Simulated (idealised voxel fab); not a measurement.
process module | voxel transistor to metal
cross-section cut | 155 nm wide | cells 5 nm
A cross-section is a grid of square cells, given in bands from the top down. A band is one or more rows of cells.
Each band's line starts with the height of the band's top and of its bottom, in nm. Then come its materials from left to right, each with its width in nm. One material with "throughout" fills the band from edge to edge. "air" is empty space.
Height 0 is the level under which the wafer as received is all one material. The lowest band goes on downwards, as in "0 down".
A width such as "30 to 40" changes by the same amount from each row of cells to the next, from the band's top row to its bottom row.
"no change" after a step means that no cell of the cross-section changed.
closed voids: empty space of 8 cells or more with no open way to the top, each as width x height at its distance from the left edge, in nm
after a step's settings: what the simulator itself notes on the step
overlay nm, on a step with a mask: how far to the right of its planned place the mask lay; to the left if negative
plan
1 op RECEIVE | material Si
2 op OXIDIZE | depth nm 5
3 op CONFORMAL_DEP | material SiN | thk nm 15
4 op MASKED_ETCH | tone cover | mask id ACTIVE | width nm 95 | etch materials SiN | depth nm 15 | overlay nm 0
5 op MASKED_ETCH | tone cover | mask id ACTIVE | width nm 95 | etch materials SiO2 | depth nm 5 | overlay nm 0
6 op MASKED_ETCH | tone cover | mask id ACTIVE | width nm 95 | etch materials Si | depth nm 25 | overlay nm 0
7 op OXIDIZE | depth nm 5
8 op FILL_DEP | material SiO2 | thk nm 5
9 op CMP | height nm 15
10 op SELECTIVE_ETCH | etch materials SiO2 | depth nm 10
11 op STRIP | etch materials SiN
12 op SELECTIVE_ETCH | etch materials SiO2 | depth nm 5
13 op OXIDIZE | depth nm 5
14 op DIRECTIONAL_DEP | material polySi | thk nm 20
15 op DIRECTIONAL_DEP | material SiCN | thk nm 10
16 op MASKED_ETCH | tone cover | mask id GATE | width nm 15 | etch materials SiCN | depth nm 20 | overlay nm 0
17 op MASKED_ETCH | tone cover | mask id GATE | width nm 15 | etch materials polySi | depth nm 30 | overlay nm 0
18 op CONFORMAL_DEP | material SiO2 | thk nm 5
19 op DIRECTIONAL_ETCH | etch materials SiO2 | depth nm 5
20 op CONFORMAL_DEP | material SiN | thk nm 10
21 op DIRECTIONAL_ETCH | etch materials SiN | depth nm 10
22 op DIRECTIONAL_ETCH | etch materials SiO2 | depth nm 5
23 op DIRECTIONAL_ETCH | etch materials Si | depth nm 15
24 op EPI | material pSi | thk nm 20
25 op FILL_DEP | material SiO2 | thk nm 10
26 op CMP | height nm 25
27 op DIRECTIONAL_DEP | material SiO2 | thk nm 15
28 op PATTERN | tone open | mask id CONTACT | material resist | width nm 20 | pitch nm 65 | thk nm 15 | overlay nm 0
29 op DIRECTIONAL_ETCH | etch materials SiO2 | depth nm 30
30 op STRIP | etch materials resist
31 op CONFORMAL_DEP | material TiN | thk nm 5
32 op FILL_DEP | material W | thk nm 5
33 op CMP | height nm 40
34 op DIRECTIONAL_DEP | material TiN | thk nm 5
35 op DIRECTIONAL_DEP | material Ru | thk nm 25
36 op PATTERN | tone cover | mask id METAL_1 | material resist | width nm 20 | pitch nm 65 | thk nm 15 | overlay nm 0
37 op DIRECTIONAL_ETCH | etch materials Ru | depth nm 25
38 op DIRECTIONAL_ETCH | etch materials TiN | depth nm 5
39 op STRIP | etch materials resist
40 op FILL_DEP | material lowk | thk nm 10
41 op CMP | height nm 70
42 op CONFORMAL_DEP | material SiCN | thk nm 5
43 op DIRECTIONAL_DEP | material SiO2 | thk nm 35
44 op MASKED_ETCH | tone open | mask id METAL_2_HOLES | width nm 15 | pitch nm 65 | etch materials SiO2 | depth nm 35 | overlay nm 0
45 op PATTERN | tone open | mask id METAL_2 | material resist | width nm 20 | pitch nm 65 | thk nm 20 | overlay nm 0
46 op DIRECTIONAL_ETCH | etch materials SiO2 | depth nm 20
47 op DIRECTIONAL_ETCH | etch materials SiCN | depth nm 5
48 op STRIP | etch materials resist
49 op CONFORMAL_DEP | material TiN | thk nm 5
50 op FILL_DEP | material Ru | thk nm 5
51 op CMP | height nm 110
52 op CONFORMAL_DEP | material SiCN | thk nm 5
first wafer, as planned
as received, after step 1
  0 down: Si throughout
  closed voids: none
after step 2
  0 to -5: SiO2 throughout
  below -5: unchanged
after step 3
  15 to 0: SiN throughout
  below 0: unchanged
after step 4
  15 to 0: air 30 | SiN 95 | air 30
  below 0: unchanged
after step 5
  15 to 0: air 30 | SiN 95 | air 30
  0 to -5: air 30 | SiO2 95 | air 30
  below -5: unchanged
after step 6
  15 to 0: air 30 | SiN 95 | air 30
  0 to -5: air 30 | SiO2 95 | air 30
  -5 to -30: air 30 | Si 95 | air 30
  below -30: unchanged
after step 7
  15 to 0: air 30 | SiN 95 | air 30
  0 to -5: air 30 | SiO2 95 | air 30
  -5 to -30: air 30 | SiO2 5 | Si 85 | SiO2 5 | air 30
  -30 to -35: SiO2 35 | Si 85 | SiO2 35
  below -35: unchanged
after step 8
  20 to 15: SiO2 throughout
  15 to 0: SiO2 30 | SiN 95 | SiO2 30
  0 to -5: SiO2 throughout
  -5 to -35: SiO2 35 | Si 85 | SiO2 35
  below -35: unchanged
after step 9
  15 to 0: SiO2 30 | SiN 95 | SiO2 30
  below 0: unchanged
after step 10
  15 to 5: air 30 | SiN 95 | air 30
  below 5: unchanged
after step 11
  5 to 0: SiO2 30 | air 95 | SiO2 30
  below 0: unchanged
after step 12
  0 to -5: SiO2 25 | air 105 | SiO2 25
  below -5: unchanged
after step 13
  0 to -5: SiO2 25 | air 105 | SiO2 25
  -5 to -10: SiO2 throughout
  below -10: unchanged
after step 14
  20 to 15: polySi 25 | air 105 | polySi 25
  15 to 0: polySi throughout
  0 to -5: SiO2 25 | polySi 105 | SiO2 25
  below -5: unchanged
after step 15
  30 to 25: SiCN 25 | air 105 | SiCN 25
  25 to 20: SiCN throughout
  20 to 15: polySi 25 | SiCN 105 | polySi 25
  below 15: unchanged
after step 16
  25 to 20: air 70 | SiCN 15 | air 70
  20 to 15: polySi 25 | air 45 | SiCN 15 | air 45 | polySi 25
  below 15: unchanged
after step 17
  25 to 15: air 70 | SiCN 15 | air 70
  15 to 0: air 70 | polySi 15 | air 70
  0 to -5: SiO2 25 | air 45 | polySi 15 | air 45 | SiO2 25
  below -5: unchanged
after step 18
  30 to 25: air 65 | SiO2 25 | air 65
  25 to 15: air 65 | SiO2 5 | SiCN 15 | SiO2 5 | air 65
  15 to 5: air 65 | SiO2 5 | polySi 15 | SiO2 5 | air 65
  5 to 0: SiO2 30 | air 35 | SiO2 5 | polySi 15 | SiO2 5 | air 35 | SiO2 30
  0 to -5: SiO2 70 | polySi 15 | SiO2 70
  below -5: unchanged
after step 19
  25 to 15: air 65 | SiO2 5 | SiCN 15 | SiO2 5 | air 65
  15 to 0: air 65 | SiO2 5 | polySi 15 | SiO2 5 | air 65
  0 to -5: SiO2 30 | air 35 | SiO2 5 | polySi 15 | SiO2 5 | air 35 | SiO2 30
  below -5: unchanged
after step 20
  35 to 25: air 55 | SiN 45 | air 55
  25 to 15: air 55 | SiN 10 | SiO2 5 | SiCN 15 | SiO2 5 | SiN 10 | air 55
  15 to 10: air 55 | SiN 10 | SiO2 5 | polySi 15 | SiO2 5 | SiN 10 | air 55
  10 to 5: SiN 40 | air 15 | SiN 10 | SiO2 5 | polySi 15 | SiO2 5 | SiN 10 | air 15 | SiN 40
  5 to 0: SiN 65 | SiO2 5 | polySi 15 | SiO2 5 | SiN 65
  0 to -5: SiO2 30 | SiN 35 | SiO2 5 | polySi 15 | SiO2 5 | SiN 35 | SiO2 30
  below -5: unchanged
after step 21
  25 to 15: air 55 | SiN 10 | SiO2 5 | SiCN 15 | SiO2 5 | SiN 10 | air 55
  15 to 0: air 55 | SiN 10 | SiO2 5 | polySi 15 | SiO2 5 | SiN 10 | air 55
  0 to -5: SiO2 30 | SiN 10 | air 15 | SiN 10 | SiO2 5 | polySi 15 | SiO2 5 | SiN 10 | air 15 | SiN 10 | SiO2 30
  below -5: unchanged
after step 22
  25 to 20: air 55 | SiN 10 | air 5 | SiCN 15 | air 5 | SiN 10 | air 55
  20 to 15: air 55 | SiN 10 | SiO2 5 | SiCN 15 | SiO2 5 | SiN 10 | air 55
  15 to 0: air 55 | SiN 10 | SiO2 5 | polySi 15 | SiO2 5 | SiN 10 | air 55
  0 to -5: air 30 | SiN 10 | air 15 | SiN 10 | SiO2 5 | polySi 15 | SiO2 5 | SiN 10 | air 15 | SiN 10 | air 30
  -5 to -10: SiO2 40 | air 15 | SiO2 45 | air 15 | SiO2 40
  below -10: unchanged
after step 23
  25 to 20: air 55 | SiN 10 | air 5 | SiCN 15 | air 5 | SiN 10 | air 55
  20 to 15: air 55 | SiN 10 | SiO2 5 | SiCN 15 | SiO2 5 | SiN 10 | air 55
  15 to 0: air 55 | SiN 10 | SiO2 5 | polySi 15 | SiO2 5 | SiN 10 | air 55
  0 to -5: air 30 | SiN 10 | air 15 | SiN 10 | SiO2 5 | polySi 15 | SiO2 5 | SiN 10 | air 15 | SiN 10 | air 30
  -5 to -10: SiO2 40 | air 15 | SiO2 45 | air 15 | SiO2 40
  -10 to -25: SiO2 35 | Si 5 | air 15 | Si 45 | air 15 | Si 5 | SiO2 35
  below -25: unchanged
after step 24
  25 to 20: air 55 | SiN 10 | air 5 | SiCN 15 | air 5 | SiN 10 | air 55
  20 to 15: air 55 | SiN 10 | SiO2 5 | SiCN 15 | SiO2 5 | SiN 10 | air 55
  15 to 10: air 55 | SiN 10 | SiO2 5 | polySi 15 | SiO2 5 | SiN 10 | air 55
  10 to 0: air 30 | pSi 25 | SiN 10 | SiO2 5 | polySi 15 | SiO2 5 | SiN 10 | pSi 25 | air 30
  0 to -5: air 30 | SiN 10 | pSi 15 | SiN 10 | SiO2 5 | polySi 15 | SiO2 5 | SiN 10 | pSi 15 | SiN 10 | air 30
  -5 to -10: SiO2 40 | pSi 15 | SiO2 45 | pSi 15 | SiO2 40
  -10 to -25: SiO2 35 | Si 5 | pSi 15 | Si 45 | pSi 15 | Si 5 | SiO2 35
  below -25: unchanged
after step 25
  35 to 25: SiO2 throughout
  25 to 15: SiO2 55 | SiN 10 | SiO2 5 | SiCN 15 | SiO2 5 | SiN 10 | SiO2 55
  15 to 10: SiO2 55 | SiN 10 | SiO2 5 | polySi 15 | SiO2 5 | SiN 10 | SiO2 55
  10 to 0: SiO2 30 | pSi 25 | SiN 10 | SiO2 5 | polySi 15 | SiO2 5 | SiN 10 | pSi 25 | SiO2 30
  0 to -5: SiO2 30 | SiN 10 | pSi 15 | SiN 10 | SiO2 5 | polySi 15 | SiO2 5 | SiN 10 | pSi 15 | SiN 10 | SiO2 30
  below -5: unchanged
after step 26
  25 to 15: SiO2 55 | SiN 10 | SiO2 5 | SiCN 15 | SiO2 5 | SiN 10 | SiO2 55
  below 15: unchanged
after step 27
  40 to 25: SiO2 throughout
  below 25: unchanged
after step 28
  55 to 40: resist 35 | air 20 | resist 45 | air 20 | resist 35
  below 40: unchanged
after step 29
  55 to 40: resist 35 | air 20 | resist 45 | air 20 | resist 35
  40 to 25: SiO2 35 | air 20 | SiO2 45 | air 20 | SiO2 35
  25 to 15: SiO2 35 | air 20 | SiN 10 | SiO2 5 | SiCN 15 | SiO2 5 | SiN 10 | air 20 | SiO2 35
  15 to 10: SiO2 35 | air 20 | SiN 10 | SiO2 5 | polySi 15 | SiO2 5 | SiN 10 | air 20 | SiO2 35
  below 10: unchanged
after step 30
  40 to 25: SiO2 35 | air 20 | SiO2 45 | air 20 | SiO2 35
  below 25: unchanged
after step 31
  45 to 40: TiN 40 | air 10 | TiN 55 | air 10 | TiN 40
  40 to 25: SiO2 35 | TiN 5 | air 10 | TiN 5 | SiO2 45 | TiN 5 | air 10 | TiN 5 | SiO2 35
  25 to 15: SiO2 35 | TiN 5 | air 10 | TiN 5 | SiN 10 | SiO2 5 | SiCN 15 | SiO2 5 | SiN 10 | TiN 5 | air 10 | TiN 5 | SiO2 35
  15 to 10: SiO2 35 | TiN 20 | SiN 10 | SiO2 5 | polySi 15 | SiO2 5 | SiN 10 | TiN 20 | SiO2 35
  below 10: unchanged
after step 32
  50 to 45: W throughout
  45 to 40: TiN 40 | W 10 | TiN 55 | W 10 | TiN 40
  40 to 25: SiO2 35 | TiN 5 | W 10 | TiN 5 | SiO2 45 | TiN 5 | W 10 | TiN 5 | SiO2 35
  25 to 15: SiO2 35 | TiN 5 | W 10 | TiN 5 | SiN 10 | SiO2 5 | SiCN 15 | SiO2 5 | SiN 10 | TiN 5 | W 10 | TiN 5 | SiO2 35
  below 15: unchanged
after step 33
  40 to 25: SiO2 35 | TiN 5 | W 10 | TiN 5 | SiO2 45 | TiN 5 | W 10 | TiN 5 | SiO2 35
  below 25: unchanged
after step 34
  45 to 40: TiN throughout
  below 40: unchanged
after step 35
  70 to 45: Ru throughout
  below 45: unchanged
after step 36
  85 to 70: air 35 | resist 20 | air 45 | resist 20 | air 35
  below 70: unchanged
after step 37
  85 to 70: air 35 | resist 20 | air 45 | resist 20 | air 35
  70 to 45: air 35 | Ru 20 | air 45 | Ru 20 | air 35
  below 45: unchanged
after step 38
  85 to 70: air 35 | resist 20 | air 45 | resist 20 | air 35
  70 to 45: air 35 | Ru 20 | air 45 | Ru 20 | air 35
  45 to 40: air 35 | TiN 20 | air 45 | TiN 20 | air 35
  below 40: unchanged
after step 39
  70 to 45: air 35 | Ru 20 | air 45 | Ru 20 | air 35
  below 45: unchanged
after step 40
  80 to 70: lowk throughout
  70 to 45: lowk 35 | Ru 20 | lowk 45 | Ru 20 | lowk 35
  45 to 40: lowk 35 | TiN 20 | lowk 45 | TiN 20 | lowk 35
  below 40: unchanged
after step 41
  70 to 45: lowk 35 | Ru 20 | lowk 45 | Ru 20 | lowk 35
  below 45: unchanged
after step 42
  75 to 70: SiCN throughout
  below 70: unchanged
after step 43
  110 to 75: SiO2 throughout
  below 75: unchanged
after step 44
  110 to 75: SiO2 35 | air 15 | SiO2 50 | air 15 | SiO2 40
  below 75: unchanged
after step 45
  130 to 110: resist 35 | air 20 | resist 45 | air 20 | resist 35
  below 110: unchanged
after step 46
  130 to 110: resist 35 | air 20 | resist 45 | air 20 | resist 35
  110 to 90: SiO2 35 | air 20 | SiO2 45 | air 20 | SiO2 35
  below 90: unchanged
after step 47
  130 to 110: resist 35 | air 20 | resist 45 | air 20 | resist 35
  110 to 90: SiO2 35 | air 20 | SiO2 45 | air 20 | SiO2 35
  90 to 75: SiO2 35 | air 15 | SiO2 50 | air 15 | SiO2 40
  75 to 70: SiCN 35 | air 15 | SiCN 50 | air 15 | SiCN 40
  below 70: unchanged
after step 48
  110 to 90: SiO2 35 | air 20 | SiO2 45 | air 20 | SiO2 35
  below 90: unchanged
after step 49
  115 to 110: TiN 40 | air 10 | TiN 55 | air 10 | TiN 40
  110 to 95: SiO2 35 | TiN 5 | air 10 | TiN 5 | SiO2 45 | TiN 5 | air 10 | TiN 5 | SiO2 35
  95 to 90: SiO2 35 | TiN 5 | air 5 | TiN 10 | SiO2 45 | TiN 5 | air 5 | TiN 10 | SiO2 35
  90 to 75: SiO2 35 | TiN 5 | air 5 | TiN 5 | SiO2 50 | TiN 5 | air 5 | TiN 5 | SiO2 40
  75 to 70: SiCN 35 | TiN 15 | SiCN 50 | TiN 15 | SiCN 40
  below 70: unchanged
after step 50
  120 to 115: Ru throughout
  115 to 110: TiN 40 | Ru 10 | TiN 55 | Ru 10 | TiN 40
  110 to 95: SiO2 35 | TiN 5 | Ru 10 | TiN 5 | SiO2 45 | TiN 5 | Ru 10 | TiN 5 | SiO2 35
  95 to 90: SiO2 35 | TiN 5 | Ru 5 | TiN 10 | SiO2 45 | TiN 5 | Ru 5 | TiN 10 | SiO2 35
  90 to 75: SiO2 35 | TiN 5 | Ru 5 | TiN 5 | SiO2 50 | TiN 5 | Ru 5 | TiN 5 | SiO2 40
  below 75: unchanged
after step 51
  110 to 95: SiO2 35 | TiN 5 | Ru 10 | TiN 5 | SiO2 45 | TiN 5 | Ru 10 | TiN 5 | SiO2 35
  below 95: unchanged
after step 52
  115 to 110: SiCN throughout
  below 110: unchanged
second wafer: like start, like plan, one mistake. Through step 9 it matches the first wafer
when step 10 should have ended
  15 to 0: SiO2 30 | air 95 | SiO2 30
  below 0: unchanged
when step 11 should have ended
  5 to -5: SiO2 20 | air 115 | SiO2 20
  -5 to -10: SiO2 20 | air 15 | Si 85 | air 15 | SiO2 20
  below -10: unchanged
when step 12 should have ended
  0 to -5: SiO2 15 | air 125 | SiO2 15
  -5 to -15: SiO2 15 | air 20 | Si 85 | air 20 | SiO2 15
  below -15: unchanged
when step 13 should have ended
  0 to -5: SiO2 15 | air 125 | SiO2 15
  -5 to -10: SiO2 15 | air 20 | SiO2 85 | air 20 | SiO2 15
  -10 to -15: SiO2 15 | air 20 | SiO2 5 | Si 75 | SiO2 5 | air 20 | SiO2 15
  -15 to -20: SiO2 40 | Si 75 | SiO2 40
  below -20: unchanged
when step 14 should have ended
  20 to 15: polySi 15 | air 125 | polySi 15
  15 to 5: polySi 15 | air 20 | polySi 85 | air 20 | polySi 15
  5 to 0: polySi throughout
  0 to -5: SiO2 15 | polySi 125 | SiO2 15
  -5 to -10: SiO2 15 | polySi 20 | SiO2 85 | polySi 20 | SiO2 15
  -10 to -15: SiO2 15 | polySi 20 | SiO2 5 | Si 75 | SiO2 5 | polySi 20 | SiO2 15
  below -15: unchanged
when step 15 should have ended
  30 to 25: SiCN 15 | air 125 | SiCN 15
  25 to 20: SiCN 15 | air 20 | SiCN 85 | air 20 | SiCN 15
  20 to 15: polySi 15 | air 20 | SiCN 85 | air 20 | polySi 15
  15 to 5: polySi 15 | SiCN 20 | polySi 85 | SiCN 20 | polySi 15
  below 5: unchanged
when step 16 should have ended
  25 to 20: air 70 | SiCN 15 | air 70
  20 to 15: polySi 15 | air 55 | SiCN 15 | air 55 | polySi 15
  15 to 5: polySi 15 | air 20 | polySi 85 | air 20 | polySi 15
  below 5: unchanged
when step 17 should have ended
  25 to 15: air 70 | SiCN 15 | air 70
  15 to 0: air 70 | polySi 15 | air 70
  0 to -5: SiO2 15 | air 55 | polySi 15 | air 55 | SiO2 15
  -5 to -10: SiO2 15 | air 20 | SiO2 85 | air 20 | SiO2 15
  -10 to -15: SiO2 15 | air 20 | SiO2 5 | Si 75 | SiO2 5 | air 20 | SiO2 15
  below -15: unchanged
when step 18 should have ended
  30 to 25: air 65 | SiO2 25 | air 65
  25 to 15: air 65 | SiO2 5 | SiCN 15 | SiO2 5 | air 65
  15 to 5: air 65 | SiO2 5 | polySi 15 | SiO2 5 | air 65
  5 to -5: SiO2 20 | air 45 to 10 | SiO2 5 to 40 | polySi 15 | SiO2 5 to 40 | air 45 to 10 | SiO2 20
  -5 to -10: SiO2 20 | air 10 | SiO2 95 | air 10 | SiO2 20
  -10 to -20: SiO2 40 | Si 75 | SiO2 40
  below -20: unchanged
when step 19 should have ended
  25 to 15: air 65 | SiO2 5 | SiCN 15 | SiO2 5 | air 65
  15 to 0: air 65 | SiO2 5 | polySi 15 | SiO2 5 | air 65
  0 to -5: SiO2 20 | air 45 | SiO2 5 | polySi 15 | SiO2 5 | air 45 | SiO2 20
  -5 to -10: SiO2 20 | air 10 | SiO2 95 | air 10 | SiO2 20
  -10 to -15: SiO2 20 | air 10 | SiO2 10 | Si 75 | SiO2 10 | air 10 | SiO2 20
  below -15: unchanged
when step 20 should have ended
  35 to 25: air 55 | SiN 45 | air 55
  25 to 15: air 55 | SiN 10 | SiO2 5 | SiCN 15 | SiO2 5 | SiN 10 | air 55
  15 to 10: air 55 | SiN 10 | SiO2 5 | polySi 15 | SiO2 5 | SiN 10 | air 55
  10 to 5: SiN 30 | air 25 | SiN 10 | SiO2 5 | polySi 15 | SiO2 5 | SiN 10 | air 25 | SiN 30
  5 to 0: SiN 65 | SiO2 5 | polySi 15 | SiO2 5 | SiN 65
  0 to -5: SiO2 20 | SiN 45 | SiO2 5 | polySi 15 | SiO2 5 | SiN 45 | SiO2 20
  -5 to -10: SiO2 20 | SiN 10 | SiO2 95 | SiN 10 | SiO2 20
  -10 to -15: SiO2 20 | SiN 10 | SiO2 10 | Si 75 | SiO2 10 | SiN 10 | SiO2 20
  below -15: unchanged
when step 21 should have ended
  25 to 15: air 55 | SiN 10 | SiO2 5 | SiCN 15 | SiO2 5 | SiN 10 | air 55
  15 to 0: air 55 | SiN 10 | SiO2 5 | polySi 15 | SiO2 5 | SiN 10 | air 55
  0 to -5: SiO2 20 | SiN 10 | air 25 | SiN 10 | SiO2 5 | polySi 15 | SiO2 5 | SiN 10 | air 25 | SiN 10 | SiO2 20
  below -5: unchanged
when step 22 should have ended
  25 to 20: air 55 | SiN 10 | air 5 | SiCN 15 | air 5 | SiN 10 | air 55
  20 to 15: air 55 | SiN 10 | SiO2 5 | SiCN 15 | SiO2 5 | SiN 10 | air 55
  15 to 0: air 55 | SiN 10 | SiO2 5 | polySi 15 | SiO2 5 | SiN 10 | air 55
  0 to -5: air 20 | SiN 10 | air 25 | SiN 10 | SiO2 5 | polySi 15 | SiO2 5 | SiN 10 | air 25 | SiN 10 | air 20
  -5 to -10: SiO2 20 | SiN 10 | air 25 | SiO2 45 | air 25 | SiN 10 | SiO2 20
  below -10: unchanged
when step 23 should have ended
  25 to 20: air 55 | SiN 10 | air 5 | SiCN 15 | air 5 | SiN 10 | air 55
  20 to 15: air 55 | SiN 10 | SiO2 5 | SiCN 15 | SiO2 5 | SiN 10 | air 55
  15 to 0: air 55 | SiN 10 | SiO2 5 | polySi 15 | SiO2 5 | SiN 10 | air 55
  0 to -5: air 20 | SiN 10 | air 25 | SiN 10 | SiO2 5 | polySi 15 | SiO2 5 | SiN 10 | air 25 | SiN 10 | air 20
  -5 to -10: SiO2 20 | SiN 10 | air 25 | SiO2 45 | air 25 | SiN 10 | SiO2 20
  -10 to -15: SiO2 20 | SiN 10 | SiO2 10 | air 15 | Si 45 | air 15 | SiO2 10 | SiN 10 | SiO2 20
  -15 to -20: SiO2 40 | air 15 | Si 45 | air 15 | SiO2 40
  -20 to -25: SiO2 35 | Si 5 | air 15 | Si 45 | air 15 | Si 5 | SiO2 35
  below -25: unchanged
when step 24 should have ended
  25 to 20: air 55 | SiN 10 | air 5 | SiCN 15 | air 5 | SiN 10 | air 55
  20 to 15: air 55 | SiN 10 | SiO2 5 | SiCN 15 | SiO2 5 | SiN 10 | air 55
  15 to 10: air 55 | SiN 10 | SiO2 5 | polySi 15 | SiO2 5 | SiN 10 | air 55
  10 to 0: air 35 | pSi 20 | SiN 10 | SiO2 5 | polySi 15 | SiO2 5 | SiN 10 | pSi 20 | air 35
  0 to -5: air 20 | SiN 10 | pSi 25 | SiN 10 | SiO2 5 | polySi 15 | SiO2 5 | SiN 10 | pSi 25 | SiN 10 | air 20
  -5 to -10: SiO2 20 | SiN 10 | pSi 25 | SiO2 45 | pSi 25 | SiN 10 | SiO2 20
  -10 to -15: SiO2 20 | SiN 10 | SiO2 10 | pSi 15 | Si 45 | pSi 15 | SiO2 10 | SiN 10 | SiO2 20
  -15 to -20: SiO2 40 | pSi 15 | Si 45 | pSi 15 | SiO2 40
  -20 to -25: SiO2 35 | Si 5 | pSi 15 | Si 45 | pSi 15 | Si 5 | SiO2 35
  below -25: unchanged
when step 25 should have ended
  35 to 25: SiO2 throughout
  25 to 15: SiO2 55 | SiN 10 | SiO2 5 | SiCN 15 | SiO2 5 | SiN 10 | SiO2 55
  15 to 10: SiO2 55 | SiN 10 | SiO2 5 | polySi 15 | SiO2 5 | SiN 10 | SiO2 55
  10 to 0: SiO2 35 | pSi 20 | SiN 10 | SiO2 5 | polySi 15 | SiO2 5 | SiN 10 | pSi 20 | SiO2 35
  0 to -5: SiO2 20 | SiN 10 | pSi 25 | SiN 10 | SiO2 5 | polySi 15 | SiO2 5 | SiN 10 | pSi 25 | SiN 10 | SiO2 20
  below -5: unchanged
when step 26 should have ended
  25 to 15: SiO2 55 | SiN 10 | SiO2 5 | SiCN 15 | SiO2 5 | SiN 10 | SiO2 55
  below 15: unchanged
when step 27 should have ended
  40 to 25: SiO2 throughout
  below 25: unchanged
when step 28 should have ended
  55 to 40: resist 35 | air 20 | resist 45 | air 20 | resist 35
  below 40: unchanged
when step 29 should have ended
  55 to 40: resist 35 | air 20 | resist 45 | air 20 | resist 35
  40 to 25: SiO2 35 | air 20 | SiO2 45 | air 20 | SiO2 35
  25 to 15: SiO2 35 | air 20 | SiN 10 | SiO2 5 | SiCN 15 | SiO2 5 | SiN 10 | air 20 | SiO2 35
  15 to 10: SiO2 35 | air 20 | SiN 10 | SiO2 5 | polySi 15 | SiO2 5 | SiN 10 | air 20 | SiO2 35
  below 10: unchanged
when step 30 should have ended
  40 to 25: SiO2 35 | air 20 | SiO2 45 | air 20 | SiO2 35
  below 25: unchanged
when step 31 should have ended
  45 to 40: TiN 40 | air 10 | TiN 55 | air 10 | TiN 40
  40 to 25: SiO2 35 | TiN 5 | air 10 | TiN 5 | SiO2 45 | TiN 5 | air 10 | TiN 5 | SiO2 35
  25 to 15: SiO2 35 | TiN 5 | air 10 | TiN 5 | SiN 10 | SiO2 5 | SiCN 15 | SiO2 5 | SiN 10 | TiN 5 | air 10 | TiN 5 | SiO2 35
  15 to 10: SiO2 35 | TiN 20 | SiN 10 | SiO2 5 | polySi 15 | SiO2 5 | SiN 10 | TiN 20 | SiO2 35
  below 10: unchanged
when step 32 should have ended
  50 to 45: W throughout
  45 to 40: TiN 40 | W 10 | TiN 55 | W 10 | TiN 40
  40 to 25: SiO2 35 | TiN 5 | W 10 | TiN 5 | SiO2 45 | TiN 5 | W 10 | TiN 5 | SiO2 35
  25 to 15: SiO2 35 | TiN 5 | W 10 | TiN 5 | SiN 10 | SiO2 5 | SiCN 15 | SiO2 5 | SiN 10 | TiN 5 | W 10 | TiN 5 | SiO2 35
  below 15: unchanged
when step 33 should have ended
  40 to 25: SiO2 35 | TiN 5 | W 10 | TiN 5 | SiO2 45 | TiN 5 | W 10 | TiN 5 | SiO2 35
  below 25: unchanged
when step 34 should have ended
  45 to 40: TiN throughout
  below 40: unchanged
when step 35 should have ended
  70 to 45: Ru throughout
  below 45: unchanged
when step 36 should have ended
  85 to 70: air 35 | resist 20 | air 45 | resist 20 | air 35
  below 70: unchanged
when step 37 should have ended
  85 to 70: air 35 | resist 20 | air 45 | resist 20 | air 35
  70 to 45: air 35 | Ru 20 | air 45 | Ru 20 | air 35
  below 45: unchanged
when step 38 should have ended
  85 to 70: air 35 | resist 20 | air 45 | resist 20 | air 35
  70 to 45: air 35 | Ru 20 | air 45 | Ru 20 | air 35
  45 to 40: air 35 | TiN 20 | air 45 | TiN 20 | air 35
  below 40: unchanged
when step 39 should have ended
  70 to 45: air 35 | Ru 20 | air 45 | Ru 20 | air 35
  below 45: unchanged
when step 40 should have ended
  80 to 70: lowk throughout
  70 to 45: lowk 35 | Ru 20 | lowk 45 | Ru 20 | lowk 35
  45 to 40: lowk 35 | TiN 20 | lowk 45 | TiN 20 | lowk 35
  below 40: unchanged
when step 41 should have ended
  70 to 45: lowk 35 | Ru 20 | lowk 45 | Ru 20 | lowk 35
  below 45: unchanged
when step 42 should have ended
  75 to 70: SiCN throughout
  below 70: unchanged
when step 43 should have ended
  110 to 75: SiO2 throughout
  below 75: unchanged
when step 44 should have ended
  110 to 75: SiO2 35 | air 15 | SiO2 50 | air 15 | SiO2 40
  below 75: unchanged
when step 45 should have ended
  130 to 110: resist 35 | air 20 | resist 45 | air 20 | resist 35
  below 110: unchanged
when step 46 should have ended
  130 to 110: resist 35 | air 20 | resist 45 | air 20 | resist 35
  110 to 90: SiO2 35 | air 20 | SiO2 45 | air 20 | SiO2 35
  below 90: unchanged
when step 47 should have ended
  130 to 110: resist 35 | air 20 | resist 45 | air 20 | resist 35
  110 to 90: SiO2 35 | air 20 | SiO2 45 | air 20 | SiO2 35
  90 to 75: SiO2 35 | air 15 | SiO2 50 | air 15 | SiO2 40
  75 to 70: SiCN 35 | air 15 | SiCN 50 | air 15 | SiCN 40
  below 70: unchanged
when step 48 should have ended
  110 to 90: SiO2 35 | air 20 | SiO2 45 | air 20 | SiO2 35
  below 90: unchanged
when step 49 should have ended
  115 to 110: TiN 40 | air 10 | TiN 55 | air 10 | TiN 40
  110 to 95: SiO2 35 | TiN 5 | air 10 | TiN 5 | SiO2 45 | TiN 5 | air 10 | TiN 5 | SiO2 35
  95 to 90: SiO2 35 | TiN 5 | air 5 | TiN 10 | SiO2 45 | TiN 5 | air 5 | TiN 10 | SiO2 35
  90 to 75: SiO2 35 | TiN 5 | air 5 | TiN 5 | SiO2 50 | TiN 5 | air 5 | TiN 5 | SiO2 40
  75 to 70: SiCN 35 | TiN 15 | SiCN 50 | TiN 15 | SiCN 40
  below 70: unchanged
when step 50 should have ended
  120 to 115: Ru throughout
  115 to 110: TiN 40 | Ru 10 | TiN 55 | Ru 10 | TiN 40
  110 to 95: SiO2 35 | TiN 5 | Ru 10 | TiN 5 | SiO2 45 | TiN 5 | Ru 10 | TiN 5 | SiO2 35
  95 to 90: SiO2 35 | TiN 5 | Ru 5 | TiN 10 | SiO2 45 | TiN 5 | Ru 5 | TiN 10 | SiO2 35
  90 to 75: SiO2 35 | TiN 5 | Ru 5 | TiN 5 | SiO2 50 | TiN 5 | Ru 5 | TiN 5 | SiO2 40
  below 75: unchanged
when step 51 should have ended
  110 to 95: SiO2 35 | TiN 5 | Ru 10 | TiN 5 | SiO2 45 | TiN 5 | Ru 10 | TiN 5 | SiO2 35
  below 95: unchanged
when step 52 should have ended
  115 to 110: SiCN throughout
  below 110: unchanged
what went wrong: steps 10 and 11 were swapped
at the end the second wafer has, in cells: 4 fewer of Si | 8 more of SiN | 8 fewer of SiO2 | 4 more of pSi
